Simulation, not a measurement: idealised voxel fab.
This section sets out a process module, namely voxel ribs on slabs.
It is cross-section cut that appears here, measuring 160 nm in width, its square cells being 5 nm in size.
Reading order for cross-sections: top band down to bottom band. Underlying form: a grid of square cells. Band size: one or more rows of cells.
The band entry comprises the height of the band's top followed by the height of its bottom, expressed in nm, and subsequently the band's materials from left to right, each stated together with its width in nm. Where a single material is marked with the word "full width", that material fills the band from edge to edge. The word "air" represents empty space.
The reference from which all heights are counted is 0, the level beneath which the as-received wafer is entirely one material; the lowest band, having no lower bound, proceeds downward and is written after the example "top 0, no bottom".
Think of "30->40" as a width that walks from the first number to the second as you go down the band, top row to bottom row, taking equal-sized steps from row to row.
"everything unchanged", as given for a step, is the statement that not any cell of the cross-section underwent a change during that step.
Fully enclosed voids: empty space of 8 cells or more with no open way to the top, each as width x height at its distance from the left edge, in nm
Heads up: the bit after the settings on a step's line is the simulator's remark on that step.
What "overlay nm" on a step's line means: if the step has a mask, that mask lay this far to the right of its planned place, or, when the value is negative, to the left.

Below is the list of planned process steps
1: RECEIVE with material Si
2: DIRECTIONAL_DEP with material SiO2, thk nm 25
3: DIRECTIONAL_DEP with material SiN, thk nm 20
4: DIRECTIONAL_DEP with material aC, thk nm 10
5: PATTERN with tone cover, mask id RIB, material resist, width nm 30, thk nm 30, overlay nm 0
6: DIRECTIONAL_ETCH with etch materials aC, depth nm 10
7: STRIP with etch materials resist
8: DIRECTIONAL_ETCH with etch materials SiN, depth nm 10
9: STRIP with etch materials aC
10: DIRECTIONAL_DEP with material aC, thk nm 15
11: PATTERN with tone cover, mask id SLAB, material resist, width nm 90, thk nm 30, overlay nm 0
12: DIRECTIONAL_ETCH with etch materials aC, depth nm 15
13: STRIP with etch materials resist
14: DIRECTIONAL_ETCH with etch materials SiN, depth nm 10
15: STRIP with etch materials aC
16: FILL_DEP with material SiO2, thk nm 25
17: CMP with height nm 65
18: DIRECTIONAL_DEP with material TiN, thk nm 5
19: DIRECTIONAL_DEP with material aC, thk nm 15
20: PATTERN with tone cover, mask id HEATER, material resist, width nm 40, thk nm 30, overlay nm 0
21: DIRECTIONAL_ETCH with etch materials aC, depth nm 15
22: STRIP with etch materials resist
23: DIRECTIONAL_ETCH with etch materials TiN, depth nm 5
24: STRIP with etch materials aC
25: CONFORMAL_DEP with material SiN, thk nm 5

On the first of the two wafers: run conducted according to plan

Incoming wafer in cross-section (state: after step 1)
- top 0, no bottom: Si full width
- Fully enclosed voids: none

Presented here is a cross-section of the wafer after step 2 has been performed
- top 25, bottom 0: SiO2 full width
- At heights below 0, the structure remains unaltered.

Presented here is a cross-section of the wafer after step 3 has been performed
- top 45, bottom 25: SiN full width
- At heights below 25, the structure remains unaltered.

Presented here is a cross-section of the wafer after step 4 has been performed
- top 55, bottom 45: aC full width
- At heights below 45, the structure remains unaltered.

Presented here is a cross-section of the wafer after step 5 has been performed
- top 85, bottom 55: air=65  resist=30  air=65
- At heights below 55, the structure remains unaltered.

Presented here is a cross-section of the wafer after step 6 has been performed
- top 75, bottom 55: air=65  resist=30  air=65
- top 55, bottom 45: air=65  aC=30  air=65
- At heights below 45, the structure remains unaltered.

Presented here is a cross-section of the wafer after step 7 has been performed
- top 55, bottom 45: air=65  aC=30  air=65
- At heights below 45, the structure remains unaltered.

Presented here is a cross-section of the wafer after step 8 has been performed
- top 55, bottom 45: air=65  aC=30  air=65
- top 45, bottom 35: air=65  SiN=30  air=65
- At heights below 35, the structure remains unaltered.

Presented here is a cross-section of the wafer after step 9 has been performed
- top 45, bottom 35: air=65  SiN=30  air=65
- At heights below 35, the structure remains unaltered.

Presented here is a cross-section of the wafer after step 10 has been performed
- top 60, bottom 50: air=65  aC=30  air=65
- top 50, bottom 45: aC full width
- top 45, bottom 35: aC=65  SiN=30  aC=65
- At heights below 35, the structure remains unaltered.

Presented here is a cross-section of the wafer after step 11 has been performed
- top 90, bottom 60: air=35  resist=90  air=35
- top 60, bottom 50: air=35  resist=30  aC=30  resist=30  air=35
- At heights below 50, the structure remains unaltered.

Presented here is a cross-section of the wafer after step 12 has been performed
- top 75, bottom 60: air=35  resist=90  air=35
- top 60, bottom 50: air=35  resist=30  aC=30  resist=30  air=35
- top 50, bottom 45: air=35  aC=90  air=35
- top 45, bottom 35: air=35  aC=30  SiN=30  aC=30  air=35
- At heights below 35, the structure remains unaltered.

Presented here is a cross-section of the wafer after step 13 has been performed
- top 60, bottom 50: air=65  aC=30  air=65
- At heights below 50, the structure remains unaltered.

Presented here is a cross-section of the wafer after step 14 has been performed
- top 60, bottom 50: air=65  aC=30  air=65
- top 50, bottom 45: air=35  aC=90  air=35
- top 45, bottom 35: air=35  aC=30  SiN=30  aC=30  air=35
- top 35, bottom 25: air=35  SiN=90  air=35
- At heights below 25, the structure remains unaltered.

Presented here is a cross-section of the wafer after step 15 has been performed
- top 45, bottom 35: air=65  SiN=30  air=65
- At heights below 35, the structure remains unaltered.

Presented here is a cross-section of the wafer after step 16 has been performed
- top 70, bottom 45: SiO2 full width
- top 45, bottom 35: SiO2=65  SiN=30  SiO2=65
- top 35, bottom 25: SiO2=35  SiN=90  SiO2=35
- At heights below 25, the structure remains unaltered.

Presented here is a cross-section of the wafer after step 17 has been performed
- top 65, bottom 45: SiO2 full width
- At heights below 45, the structure remains unaltered.

Presented here is a cross-section of the wafer after step 18 has been performed
- top 70, bottom 65: TiN full width
- At heights below 65, the structure remains unaltered.

Presented here is a cross-section of the wafer after step 19 has been performed
- top 85, bottom 70: aC full width
- At heights below 70, the structure remains unaltered.

Presented here is a cross-section of the wafer after step 20 has been performed
- top 115, bottom 85: air=60  resist=40  air=60
- At heights below 85, the structure remains unaltered.

Presented here is a cross-section of the wafer after step 21 has been performed
- top 100, bottom 85: air=60  resist=40  air=60
- top 85, bottom 70: air=60  aC=40  air=60
- At heights below 70, the structure remains unaltered.

Presented here is a cross-section of the wafer after step 22 has been performed
- top 85, bottom 70: air=60  aC=40  air=60
- At heights below 70, the structure remains unaltered.

Presented here is a cross-section of the wafer after step 23 has been performed
- top 85, bottom 70: air=60  aC=40  air=60
- top 70, bottom 65: air=60  TiN=40  air=60
- At heights below 65, the structure remains unaltered.

Presented here is a cross-section of the wafer after step 24 has been performed
- top 70, bottom 65: air=60  TiN=40  air=60
- At heights below 65, the structure remains unaltered.

Presented here is a cross-section of the wafer after step 25 has been performed
- top 75, bottom 70: air=55  SiN=50  air=55
- top 70, bottom 65: SiN=60  TiN=40  SiN=60
- At heights below 65, the structure remains unaltered.

Second Wafer (Identical Start and Plan, One Processing Error; Matches First Wafer Through Step 7)

Cross-section, second wafer, at the end time the plan gives for step 8
- top 55, bottom 45: air=65  aC=30  air=65
- top 45, bottom 30: air=65  SiN=30  air=65
- At heights below 30, the structure remains unaltered.

Cross-section, second wafer, at the end time the plan gives for step 9
- top 45, bottom 30: air=65  SiN=30  air=65
- At heights below 30, the structure remains unaltered.

Cross-section, second wafer, at the end time the plan gives for step 10
- top 60, bottom 45: air=65  aC=30  air=65
- top 45, bottom 30: aC=65  SiN=30  aC=65
- At heights below 30, the structure remains unaltered.

Cross-section, second wafer, at the end time the plan gives for step 11
- top 90, bottom 60: air=35  resist=90  air=35
- top 60, bottom 45: air=35  resist=30  aC=30  resist=30  air=35
- At heights below 45, the structure remains unaltered.

Cross-section, second wafer, at the end time the plan gives for step 12
- top 75, bottom 60: air=35  resist=90  air=35
- top 60, bottom 45: air=35  resist=30  aC=30  resist=30  air=35
- top 45, bottom 30: air=35  aC=30  SiN=30  aC=30  air=35
- At heights below 30, the structure remains unaltered.

Cross-section, second wafer, at the end time the plan gives for step 13
- top 60, bottom 45: air=65  aC=30  air=65
- At heights below 45, the structure remains unaltered.

Cross-section, second wafer, at the end time the plan gives for step 14
- top 60, bottom 45: air=65  aC=30  air=65
- top 45, bottom 30: air=35  aC=30  SiN=30  aC=30  air=35
- top 30, bottom 25: air=35  SiN=90  air=35
- At heights below 25, the structure remains unaltered.

Cross-section, second wafer, at the end time the plan gives for step 15
- top 45, bottom 30: air=65  SiN=30  air=65
- At heights below 30, the structure remains unaltered.

Cross-section, second wafer, at the end time the plan gives for step 16
- top 70, bottom 45: SiO2 full width
- top 45, bottom 30: SiO2=65  SiN=30  SiO2=65
- top 30, bottom 25: SiO2=35  SiN=90  SiO2=35
- At heights below 25, the structure remains unaltered.

Cross-section, second wafer, at the end time the plan gives for step 17
- top 65, bottom 45: SiO2 full width
- At heights below 45, the structure remains unaltered.

Cross-section, second wafer, at the end time the plan gives for step 18
- top 70, bottom 65: TiN full width
- At heights below 65, the structure remains unaltered.

Cross-section, second wafer, at the end time the plan gives for step 19
- top 85, bottom 70: aC full width
- At heights below 70, the structure remains unaltered.

Cross-section, second wafer, at the end time the plan gives for step 20
- top 115, bottom 85: air=60  resist=40  air=60
- At heights below 85, the structure remains unaltered.

Cross-section, second wafer, at the end time the plan gives for step 21
- top 100, bottom 85: air=60  resist=40  air=60
- top 85, bottom 70: air=60  aC=40  air=60
- At heights below 70, the structure remains unaltered.

Cross-section, second wafer, at the end time the plan gives for step 22
- top 85, bottom 70: air=60  aC=40  air=60
- At heights below 70, the structure remains unaltered.

Cross-section, second wafer, at the end time the plan gives for step 23
- top 85, bottom 70: air=60  aC=40  air=60
- top 70, bottom 65: air=60  TiN=40  air=60
- At heights below 65, the structure remains unaltered.

Cross-section, second wafer, at the end time the plan gives for step 24
- top 70, bottom 65: air=60  TiN=40  air=60
- At heights below 65, the structure remains unaltered.

Cross-section, second wafer, at the end time the plan gives for step 25
- top 75, bottom 70: air=55  SiN=50  air=55
- top 70, bottom 65: SiN=60  TiN=40  SiN=60
- At heights below 65, the structure remains unaltered.
what went wrong: step 8 ran as: DIRECTIONAL_ETCH with etch materials SiN, depth nm 15
Once processing is complete, comparing cell counts shows that the second wafer has more or fewer of certain materials than the first: 12 fewer of SiN; 12 more of SiO2
